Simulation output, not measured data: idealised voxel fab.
process module | voxel gate over fins
cross-section cut | 255 nm wide | cells 5 nm
A cross-section is a grid of square cells, given in bands from the top down. A band is one or more rows of cells.
Each band's line starts with the height of the band's top and of its bottom, in nm. Then come its materials from left to right, each with its width in nm. One material with "throughout" fills the band from edge to edge. "air" is empty space.
Height 0 is the level under which the wafer as received is all one material. The lowest band goes on downwards, as in "0 down".
A width such as "30 to 40" changes by the same amount from each row of cells to the next, from the band's top row to its bottom row.
"no change" after a step means that no cell of the cross-section changed.
closed voids: empty space of 8 cells or more with no open way to the top, each as width x height at its distance from the left edge, in nm
after a step's settings: what the simulator itself notes on the step
overlay nm, on a step with a mask: how far to the right of its planned place the mask lay; to the left if negative
plan
1 op RECEIVE | material Si
2 op CONFORMAL_DEP | material SiN | thk nm 5
3 op DIRECTIONAL_DEP | material aC | thk nm 15
4 op PATTERN | tone cover | mask id FINS | material resist | width nm 15 | pitch nm 50 | thk nm 30 | overlay nm 0
5 op DIRECTIONAL_ETCH | etch materials aC | depth nm 15
6 op STRIP | etch materials resist
7 op DIRECTIONAL_ETCH | etch materials SiN | depth nm 5
8 op DIRECTIONAL_ETCH | etch materials Si | depth nm 40
9 op STRIP | etch materials aC
10 op OXIDIZE | depth nm 5
11 op FILL_DEP | material SiO2 | thk nm 15
12 op CMP | height nm 5
13 op PATTERN | tone open | mask id RAIL | material resist | width nm 15 | thk nm 15 | overlay nm 0
14 op DIRECTIONAL_ETCH | etch materials SiO2 | depth nm 40
15 op STRIP | etch materials resist
16 op CONFORMAL_DEP | material TiN | thk nm 5
17 op FILL_DEP | material Ru | thk nm 10
18 op CMP | height nm 5
19 op SELECTIVE_ETCH | etch materials W Ru TiN | depth nm 25
20 op FILL_DEP | material SiO2 | thk nm 5
21 op CMP | height nm 5
22 op SELECTIVE_ETCH | etch materials SiO2 | depth nm 15
23 op STRIP | etch materials SiN
24 op CONFORMAL_DEP | material HfO2 | thk nm 5
25 op CONFORMAL_DEP | material TiN | thk nm 5
26 op CONFORMAL_DEP | material TiAl | thk nm 5
27 op CONFORMAL_DEP | material TiN | thk nm 5
28 op FILL_DEP | material W | thk nm 10
29 op CMP | height nm 25
30 op CONFORMAL_DEP | material SiN | thk nm 5
as received, after step 1
  0 down: Si throughout
  closed voids: none
first wafer at the end, as planned
  30 to 25: SiN throughout
  25 to 20: W throughout
  20 to 15: W 55 | TiN 45 | W 5 | TiN 45 | W 5 | TiN 45 | W 55
  15 to 10: W 55 | TiN 5 | TiAl 35 | TiN 5 | W 5 | TiN 5 | TiAl 35 | TiN 5 | W 5 | TiN 5 | TiAl 35 | TiN 5 | W 55
  10 to 5: TiN 60 | TiAl 5 | TiN 25 | TiAl 5 | TiN 15 | TiAl 5 | TiN 25 | TiAl 5 | TiN 15 | TiAl 5 | TiN 25 | TiAl 5 | TiN 60
  5 to 0: TiAl 65 | TiN 5 | HfO2 15 | TiN 5 | TiAl 25 | TiN 5 | HfO2 15 | TiN 5 | TiAl 25 | TiN 5 | HfO2 15 | TiN 5 | TiAl 65
  0 to -5: TiN 70 | HfO2 5 | Si 5 | HfO2 5 | TiN 35 | HfO2 5 | Si 5 | HfO2 5 | TiN 35 | HfO2 5 | Si 5 | HfO2 5 | TiN 70
  -5 to -10: HfO2 75 | Si 5 | HfO2 45 | Si 5 | HfO2 45 | Si 5 | HfO2 75
  -10 to -20: SiO2 75 | Si 5 | SiO2 45 | Si 5 | SiO2 45 | Si 5 | SiO2 75
  -20 to -30: SiO2 75 | Si 5 | SiO2 15 | TiN 5 | Ru 5 | TiN 5 | SiO2 15 | Si 5 | SiO2 45 | Si 5 | SiO2 75
  -30 to -35: SiO2 75 | Si 5 | SiO2 15 | TiN 15 | SiO2 15 | Si 5 | SiO2 45 | Si 5 | SiO2 75
  -35 to -45: SiO2 75 | Si 5 | SiO2 45 | Si 5 | SiO2 45 | Si 5 | SiO2 75
  -45 down: Si throughout
  closed voids: none
second wafer at the end: like start, like plan, one mistake
  30 to 25: SiN throughout
  25 to 20: W throughout
  20 to 15: W 50 | TiN 155 | W 50
  15 to 10: W 50 | TiN 5 | TiAl 45 | TiN 5 | TiAl 45 | TiN 5 | TiAl 45 | TiN 5 | W 50
  10 to 5: TiN 55 | TiAl 5 | TiN 35 | TiAl 5 | TiN 5 | TiAl 5 | TiN 35 | TiAl 5 | TiN 5 | TiAl 5 | TiN 35 | TiAl 5 | TiN 55
  5 to 0: TiAl 60 | TiN 5 | HfO2 25 | TiN 5 | TiAl 15 | TiN 5 | HfO2 25 | TiN 5 | TiAl 15 | TiN 5 | HfO2 25 | TiN 5 | TiAl 60
  0 to -5: TiN 65 | HfO2 5 | Si 15 | HfO2 5 | TiN 25 | HfO2 5 | Si 15 | HfO2 5 | TiN 25 | HfO2 5 | Si 15 | HfO2 5 | TiN 65
  -5 to -10: HfO2 70 | Si 15 | HfO2 35 | Si 15 | HfO2 35 | Si 15 | HfO2 70
  -10 to -20: SiO2 70 | Si 15 | SiO2 35 | Si 15 | SiO2 35 | Si 15 | SiO2 70
  -20 to -30: SiO2 70 | Si 15 | SiO2 10 | TiN 5 | Ru 5 | TiN 5 | SiO2 10 | Si 15 | SiO2 35 | Si 15 | SiO2 70
  -30 to -35: SiO2 70 | Si 15 | SiO2 10 | TiN 15 | SiO2 10 | Si 15 | SiO2 35 | Si 15 | SiO2 70
  -35 to -45: SiO2 70 | Si 15 | SiO2 35 | Si 15 | SiO2 35 | Si 15 | SiO2 70
  -45 down: Si throughout
  closed voids: none
what went wrong: step 4 ran as: op PATTERN | tone cover | mask id FINS | material resist | width nm 25 | pitch nm 50 | thk nm 30 | overlay nm 0
at the end the second wafer has, in cells: 54 more of Si | 42 fewer of SiO2 | 4 fewer of TiN | 8 fewer of W
